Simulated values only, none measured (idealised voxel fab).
The process module presented herein is designated voxel transistor to metal.
Section shown: cut. Width: 180 nm. Cell size: 5 nm, square.
How to read a cross-section here: the picture is a grid of square cells, written as bands going from the top down, and any band can span one or more rows of cells. Look at the band entry: it leads with the top's height and the bottom's height in nm. Then it lists the materials left to right, with a width in nm for each. The word "full width" on a single material says that material fills the band edge to edge. The word "blank" is empty space. Note: height 0 marks the level under which the wafer is uniformly one material as received. Lowest band unbounded below, written "0 down". It should be noted that a width expressed as "30 to 40" varies in equal increments from row to row of cells within the band, taking the value of the first number at the top row and that of the second number at the bottom row. You'll sometimes find "no alteration" written for a step, and that's the way of saying that nowhere in the cross-section did a cell change during that step. Empty spaces counting at least 8 cells and having no open way to the top are listed in "Completely sealed voids". The notation width x height at distance is used for each, the distance being from the left edge and all three values in nm. Text after the settings on a step's line: the simulator's own remark on that step. overlay nm: right-of-plan distance of the mask on a masked step; negative values mean left-of-plan.
LISTED BELOW ARE THE PROCESS STEPS AS PLANNED
1,RECEIVE: material Si
2,CONFORMAL_DEP: material SiO2, thk nm 5
3,CONFORMAL_DEP: material SiN, thk nm 10
4,MASKED_ETCH: tone cover, mask id ACTIVE, width nm 115, etch materials SiN, depth nm 10, overlay nm 0
5,MASKED_ETCH: tone cover, mask id ACTIVE, width nm 115, etch materials SiO2, depth nm 5, overlay nm 0
6,MASKED_ETCH: tone cover, mask id ACTIVE, width nm 115, etch materials Si, depth nm 30, overlay nm 0
7,OXIDIZE: depth nm 5
8,FILL_DEP: material SiO2, thk nm 10
9,CMP: height nm 15
10,SELECTIVE_ETCH: etch materials SiO2, depth nm 5
11,STRIP: etch materials SiN
12,SELECTIVE_ETCH: etch materials SiO2, depth nm 5
13,OXIDIZE: depth nm 5
14,DIRECTIONAL_DEP: material polySi, thk nm 30
15,DIRECTIONAL_DEP: material SiCN, thk nm 15
16,MASKED_ETCH: tone cover, mask id GATE, width nm 25, etch materials SiCN, depth nm 25, overlay nm 0
17,MASKED_ETCH: tone cover, mask id GATE, width nm 25, etch materials polySi, depth nm 40, overlay nm 0
18,CONFORMAL_DEP: material SiO2, thk nm 5
19,DIRECTIONAL_ETCH: etch materials SiO2, depth nm 5
20,CONFORMAL_DEP: material SiN, thk nm 10
21,DIRECTIONAL_ETCH: etch materials SiN, depth nm 10
22,DIRECTIONAL_ETCH: etch materials SiO2, depth nm 5
23,EPI: material SiGe, thk nm 5
24,FILL_DEP: material SiO2, thk nm 5
25,CMP: height nm 45
26,DIRECTIONAL_DEP: material SiO2, thk nm 10
27,PATTERN: tone open, mask id CONTACT, material resist, width nm 35, pitch nm 70, thk nm 15, overlay nm 0
28,DIRECTIONAL_ETCH: etch materials SiO2, depth nm 55
29,STRIP: etch materials resist
30,CONFORMAL_DEP: material TiN, thk nm 5
31,FILL_DEP: material Ru, thk nm 10
32,CMP: height nm 55
33,CONFORMAL_DEP: material SiCN, thk nm 5
34,DIRECTIONAL_DEP: material SiO2, thk nm 25
35,PATTERN: tone open, mask id METAL_1, material resist, width nm 20, pitch nm 85, thk nm 15, overlay nm 0
36,DIRECTIONAL_ETCH: etch materials SiO2, depth nm 25
37,DIRECTIONAL_ETCH: etch materials SiCN, depth nm 5
38,STRIP: etch materials resist
39,CONFORMAL_DEP: material TiN, thk nm 5
40,FILL_DEP: material Ru, thk nm 5
41,CMP: height nm 85
42,CONFORMAL_DEP: material SiCN, thk nm 5
43,DIRECTIONAL_DEP: material lowk, thk nm 30
44,PATTERN: tone open, mask id METAL_2, material resist, width nm 20, pitch nm 85, thk nm 15, overlay nm 0
45,DIRECTIONAL_ETCH: etch materials lowk, depth nm 15
46,STRIP: etch materials resist
47,DIRECTIONAL_DEP: material aC, thk nm 10
48,PATTERN: tone open, mask id METAL_2_HOLES, material resist, width nm 15, pitch nm 85, thk nm 25, overlay nm 0
49,DIRECTIONAL_ETCH: etch materials aC, depth nm 10
50,STRIP: etch materials resist
51,DIRECTIONAL_ETCH: etch materials lowk, depth nm 15
52,DIRECTIONAL_ETCH: etch materials SiCN, depth nm 5
53,STRIP: etch materials aC
54,CONFORMAL_DEP: material TiN, thk nm 5
55,FILL_DEP: material Ru, thk nm 5
56,CMP: height nm 120
57,CONFORMAL_DEP: material SiCN, thk nm 5
STEP 1 COMPLETE: CROSS-SECTION OF THE WAFER AS RECEIVED
  0 down  Si full width
  Completely sealed voids: none
FIRST OF TWO WAFERS: CROSS-SECTION AT END OF MODULE, RUN PER PLAN
  125 to 120  SiCN full width
  120 to 110  lowk (35), TiN (5), Ru (10), TiN (5), lowk (65), TiN (5), Ru (10), TiN (5), lowk (40)
  110 to 105  lowk (35), TiN (5), Ru (5), TiN (10), lowk (65), TiN (5), Ru (5), TiN (10), lowk (40)
  105 to 90  lowk (35), TiN (5), Ru (5), TiN (5), lowk (70), TiN (5), Ru (5), TiN (5), lowk (45)
  90 to 85  SiCN (35), TiN (15), SiCN (70), TiN (15), SiCN (45)
  85 to 60  SiO2 (35), TiN (5), Ru (10), TiN (5), SiO2 (65), TiN (5), Ru (10), TiN (5), SiO2 (40)
  60 to 55  SiCN (35), TiN (20), SiCN (65), TiN (20), SiCN (40)
  55 to 45  SiO2 (35), TiN (5), Ru (25 to 15), TiN (5 to 15), SiO2 (35), TiN (5 to 15), Ru (25 to 15), TiN (5), SiO2 (40)
  45 to 30  SiO2 (35), TiN (5), Ru (15), TiN (5), SiN (10), SiO2 (5), SiCN (25), SiO2 (5), SiN (10), TiN (5), Ru (15), TiN (5), SiO2 (40)
  30 to 10  SiO2 (35), TiN (5), Ru (15), TiN (5), SiN (10), SiO2 (5), polySi (25), SiO2 (5), SiN (10), TiN (5), Ru (15), TiN (5), SiO2 (40)
  10 to 5  SiO2 (35), TiN (10), Ru (10), TiN (5), SiN (10), SiO2 (5), polySi (25), SiO2 (5), SiN (10), TiN (5), Ru (10), TiN (10), SiO2 (40)
  5 to 0  SiO2 (30), SiN (10), TiN (20), SiN (10), SiO2 (5), polySi (25), SiO2 (5), SiN (10), TiN (20), SiN (10), SiO2 (35)
  0 to -5  SiO2 (40), SiGe (20), SiO2 (55), SiGe (20), SiO2 (45)
  -5 to -35  SiO2 (35), Si (105), SiO2 (40)
  -35 down  Si full width
  Completely sealed voids: none
CROSS-SECTIONAL IMAGE OF THE SECOND WAFER OF THE TWO FOLLOWING COMPLETION OF THE MODULE. STARTING STATE AND PROCESS PLAN WERE THE SAME AS FOR THE FIRST WAFER; ONE EXECUTION ERROR OCCURRED
  125 to 120  SiCN full width
  120 to 110  lowk (25), TiN (5), Ru (15), TiN (5), lowk (60), TiN (5), Ru (15), TiN (5), lowk (45)
  110 to 105  lowk (25), TiN (25), lowk (60), TiN (25), lowk (45)
  105 to 90  lowk (35), TiN (10), lowk (75), TiN (10), lowk (50)
  90 to 85  SiCN (35), TiN (10), SiCN (75), TiN (10), SiCN (50)
  85 to 60  SiO2 (35), TiN (5), Ru (10), TiN (5), SiO2 (65), TiN (5), Ru (10), TiN (5), SiO2 (40)
  60 to 55  SiCN (35), TiN (20), SiCN (65), TiN (20), SiCN (40)
  55 to 45  SiO2 (35), TiN (5), Ru (25 to 15), TiN (5 to 15), SiO2 (35), TiN (5 to 15), Ru (25 to 15), TiN (5), SiO2 (40)
  45 to 30  SiO2 (35), TiN (5), Ru (15), TiN (5), SiN (10), SiO2 (5), SiCN (25), SiO2 (5), SiN (10), TiN (5), Ru (15), TiN (5), SiO2 (40)
  30 to 10  SiO2 (35), TiN (5), Ru (15), TiN (5), SiN (10), SiO2 (5), polySi (25), SiO2 (5), SiN (10), TiN (5), Ru (15), TiN (5), SiO2 (40)
  10 to 5  SiO2 (35), TiN (10), Ru (10), TiN (5), SiN (10), SiO2 (5), polySi (25), SiO2 (5), SiN (10), TiN (5), Ru (10), TiN (10), SiO2 (40)
  5 to 0  SiO2 (30), SiN (10), TiN (20), SiN (10), SiO2 (5), polySi (25), SiO2 (5), SiN (10), TiN (20), SiN (10), SiO2 (35)
  0 to -5  SiO2 (40), SiGe (20), SiO2 (55), SiGe (20), SiO2 (45)
  -5 to -35  SiO2 (35), Si (105), SiO2 (40)
  -35 down  Si full width
  Completely sealed voids: none
Run error: planned and actual differ for step 44; actual: PATTERN: tone open, mask id METAL_2, material resist, width nm 20, pitch nm 85, thk nm 15, overlay nm -10
Final tally in cells, some materials are higher or lower on the second wafer than on the first: Ru: 4 fewer | SiCN: 2 more | TiN: 2 more
